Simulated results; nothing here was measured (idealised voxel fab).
Name of the process module below: voxel transistor to metal
Xsec cut, 205 nm wide, square cell size 5 nm.
A cross-section in this document is a grid of square cells, and it is written down as bands, the top band listed before the ones below it; a band is made up of one or more rows of cells. For a band, the entry starts with two heights in nm, that of the top and then that of the bottom, and carries on with the band's materials in order from left to right, each alongside its width in nm; the word "all across" beside a single material means it fills the band edge to edge, and "empty" means empty space. Heights are measured from 0, the level below which the as-received wafer is all one material; the lowest band has no bottom and continues downward, written as in "z 0 and below". A two-number width, for instance "30..40", indicates that the width is equal to the first number in the top row of the band and to the second number in the bottom row, and that it changes by a constant amount per row of cells. For the purposes of this document, the phrase "remains unaltered" attached to a step denotes that no cell within the cross-section was modified by that step. "Unvented voids" contains a list of empty spaces, each no smaller than 8 cells and without an open way to the top, written in the form width x height at distance with the distance from the left edge and all three in nm. The remark found on a step's line after its settings is issued by the simulator itself and pertains to that step. overlay nm: mask right of planned place by this much (step with mask). Neg. = left.

**Planned process steps**
| 1 | RECEIVE [material Si] |
| 2 | CONFORMAL_DEP [material SiO2] [thk nm 5] |
| 3 | CONFORMAL_DEP [material SiN] [thk nm 15] |
| 4 | PATTERN [tone cover] [mask id ACTIVE] [material resist] [width nm 105] [thk nm 20] [overlay nm 0] |
| 5 | DIRECTIONAL_ETCH [etch materials SiN] [depth nm 15] |
| 6 | DIRECTIONAL_ETCH [etch materials SiO2] [depth nm 5] |
| 7 | DIRECTIONAL_ETCH [etch materials Si] [depth nm 30] |
| 8 | STRIP [etch materials resist] |
| 9 | OXIDIZE [depth nm 5] |
| 10 | FILL_DEP [material SiO2] [thk nm 15] |
| 11 | CMP [height nm 20] |
| 12 | SELECTIVE_ETCH [etch materials SiO2] [depth nm 15] |
| 13 | STRIP [etch materials SiN] |
| 14 | SELECTIVE_ETCH [etch materials SiO2] [depth nm 5] |
| 15 | OXIDIZE [depth nm 5] |
| 16 | DIRECTIONAL_DEP [material polySi] [thk nm 25] |
| 17 | DIRECTIONAL_DEP [material SiCN] [thk nm 10] |
| 18 | PATTERN [tone cover] [mask id GATE] [material resist] [width nm 25] [thk nm 15] [overlay nm 0] |
| 19 | DIRECTIONAL_ETCH [etch materials SiCN] [depth nm 20] |
| 20 | DIRECTIONAL_ETCH [etch materials polySi] [depth nm 35] |
| 21 | STRIP [etch materials resist] |
| 22 | CONFORMAL_DEP [material SiN] [thk nm 10] |
| 23 | DIRECTIONAL_ETCH [etch materials SiN] [depth nm 10] |
| 24 | DIRECTIONAL_ETCH [etch materials SiO2] [depth nm 5] |
| 25 | EPI [material nSi] [thk nm 5] |
| 26 | FILL_DEP [material SiO2] [thk nm 10] |
| 27 | CMP [height nm 25] |
| 28 | STRIP [etch materials polySi] |
| 29 | SELECTIVE_ETCH [etch materials SiO2] [depth nm 5] |
| 30 | CONFORMAL_DEP [material HfO2] [thk nm 5] |
| 31 | CONFORMAL_DEP [material TiN] [thk nm 5] |
| 32 | FILL_DEP [material W] [thk nm 10] |
| 33 | CMP [height nm 20] |
| 34 | DIRECTIONAL_DEP [material SiO2] [thk nm 15] |
| 35 | MASKED_ETCH [tone open] [mask id CONTACT] [width nm 15] [pitch nm 80] [etch materials SiO2] [depth nm 35] [overlay nm 0] |
| 36 | CONFORMAL_DEP [material TiN] [thk nm 5] |
| 37 | FILL_DEP [material W] [thk nm 5] |
| 38 | CMP [height nm 35] |
| 39 | DIRECTIONAL_DEP [material TiN] [thk nm 5] |
| 40 | DIRECTIONAL_DEP [material W] [thk nm 15] |
| 41 | DIRECTIONAL_DEP [material aC] [thk nm 10] |
| 42 | PATTERN [tone cover] [mask id METAL_1] [material resist] [width nm 15] [pitch nm 80] [thk nm 25] [overlay nm 0] |
| 43 | DIRECTIONAL_ETCH [etch materials aC] [depth nm 10] |
| 44 | STRIP [etch materials resist] |
| 45 | DIRECTIONAL_ETCH [etch materials W] [depth nm 15] |
| 46 | DIRECTIONAL_ETCH [etch materials TiN] [depth nm 5] |
| 47 | STRIP [etch materials aC] |
| 48 | CONFORMAL_DEP [material SiCN] [thk nm 5] |
| 49 | FILL_DEP [material SiO2] [thk nm 10] |
| 50 | CMP [height nm 55] |
| 51 | CONFORMAL_DEP [material SiCN] [thk nm 5] |
| 52 | DIRECTIONAL_DEP [material SiO2] [thk nm 30] |
| 53 | MASKED_ETCH [tone open] [mask id METAL_2] [width nm 15] [pitch nm 80] [etch materials SiO2] [depth nm 20] [overlay nm 0] |
| 54 | DIRECTIONAL_DEP [material aC] [thk nm 15] |
| 55 | PATTERN [tone open] [mask id METAL_2_HOLES] [material resist] [width nm 15] [pitch nm 80] [thk nm 35] [overlay nm 0] |
| 56 | DIRECTIONAL_ETCH [etch materials aC] [depth nm 15] |
| 57 | STRIP [etch materials resist] |
| 58 | DIRECTIONAL_ETCH [etch materials SiO2] [depth nm 10] |
| 59 | DIRECTIONAL_ETCH [etch materials SiCN] [depth nm 5] |
| 60 | STRIP [etch materials aC] |
| 61 | CONFORMAL_DEP [material TiN] [thk nm 5] |
| 62 | FILL_DEP [material Cu] [thk nm 5] |
| 63 | CMP [height nm 90] |
| 64 | CONFORMAL_DEP [material SiCN] [thk nm 5] |

**Shown in cross-section is the wafer as received, that is, as it stands after step 1**
- z 0 and below: Si all across
- Unvented voids: none

**Wafer at module end, in section. Began as above, planned as above, run with one mistake**
- z 95 to 90: SiCN all across
- z 90 to 60: SiO2: 55, TiN: 5, Cu: 5, TiN: 5, SiO2: 65, TiN: 5, Cu: 5, TiN: 5, SiO2: 55
- z 60 to 55: SiCN: 55, TiN: 15, SiCN: 65, TiN: 15, SiCN: 55
- z 55 to 40: SiO2: 50, SiCN: 5, W: 15, SiCN: 5, SiO2: 55, SiCN: 5, W: 15, SiCN: 5, SiO2: 50
- z 40 to 35: SiCN: 55, TiN: 15, SiCN: 65, TiN: 15, SiCN: 55
- z 35 to 20: SiO2: 55, TiN: 5, W: 5, TiN: 5, SiO2: 65, TiN: 5, W: 5, TiN: 5, SiO2: 55
- z 20 to 5: SiO2: 55, TiN: 5, W: 5, TiN: 5, SiO2: 10, SiN: 10, HfO2: 5, TiN: 5, W: 5, TiN: 5, HfO2: 5, SiN: 10, SiO2: 10, TiN: 5, W: 5, TiN: 5, SiO2: 55
- z 5 to 0: SiO2: 55, TiN: 15, SiO2: 10, SiN: 10, HfO2: 5, TiN: 15, HfO2: 5, SiN: 10, SiO2: 10, TiN: 15, SiO2: 55
- z 0 to -5: SiO2: 50, nSi: 30, SiO2: 5, HfO2: 35, SiO2: 5, nSi: 35, SiO2: 45
- z -5 to -35: SiO2: 55, Si: 100, SiO2: 50
- z -35 and below: Si all across
- Unvented voids: none
What was the processing mistake? step 4 off recipe, ran as PATTERN [tone cover] [mask id ACTIVE] [material resist] [width nm 110] [thk nm 20] [overlay nm 0]
